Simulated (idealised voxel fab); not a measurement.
process module | voxel lift off
Section cut is 150 nm wide and gridded with 5 nm square cells.
Cross-section layout: square cells on a grid; listed as bands, top to bottom; a band spans one or more cell rows. The entry gives the band's vertical extent as a top height and a bottom height in nm, then its horizontal make-up as materials from left to right, each with a width in nm. "blank" stands for empty space; a single material marked "full width" fills the band edge to edge. We count height from 0. Below that, the starting wafer is all one material. The lowest band never ends at the bottom but goes on down; see "z 0 and below" for how that is written. Width "30..40": first value at the band's top row of cells, second value at its bottom row, equal change from row to row. Step marked "no alteration"? Then no cell in the cross-section changed in it. So "Fully sealed voids" is basically the list of trapped voids: any empty space of 8 cells or more that can't reach the top through an opening. They're written width x height at distance, the distance being from the left edge, and it's all nm. Formally, on a step line, whatever follows the settings is a remark that the simulator itself makes on the step. The "overlay nm" setting may appear on a step's line; for a step that uses a mask, it gives how far to the right of its planned position the mask lay, and a negative value indicates the left.

Plan
- 1: RECEIVE, material Si
- 2: CONFORMAL_DEP, material SiO2, thk nm 15
- 3: PATTERN, tone open, mask id LINES, material resist, width nm 25, pitch nm 45, thk nm 20, overlay nm 0
- 4: DIRECTIONAL_DEP, material Ru, thk nm 5
- 5: STRIP, etch materials resist
- 6: CONFORMAL_DEP, material SiN, thk nm 5

Here's what the wafer looked like in cross-section when it arrived - that's after step 1
- z 0 and below | Si full width
- Fully sealed voids: none

The module was run from the start shown above using the plan shown above, but one mistake was made doing it; the resulting wafer cross-section is below
- z 25 to 20 | blank 45 nm, then SiN 35 nm, then blank 10 nm, then SiN 35 nm, then blank 25 nm
- z 20 to 15 | SiN 50 nm, then Ru 25 nm, then SiN 20 nm, then Ru 25 nm, then SiN 30 nm
- z 15 to 0 | SiO2 full width
- z 0 and below | Si full width
- Fully sealed voids: none
It is concluded that the wafer was processed incorrectly with respect to the plan, in that step 3 ran with different settings than intended, the actual operation and settings being PATTERN, tone open, mask id LINES, material resist, width nm 25, pitch nm 45, thk nm 20, overlay nm 10
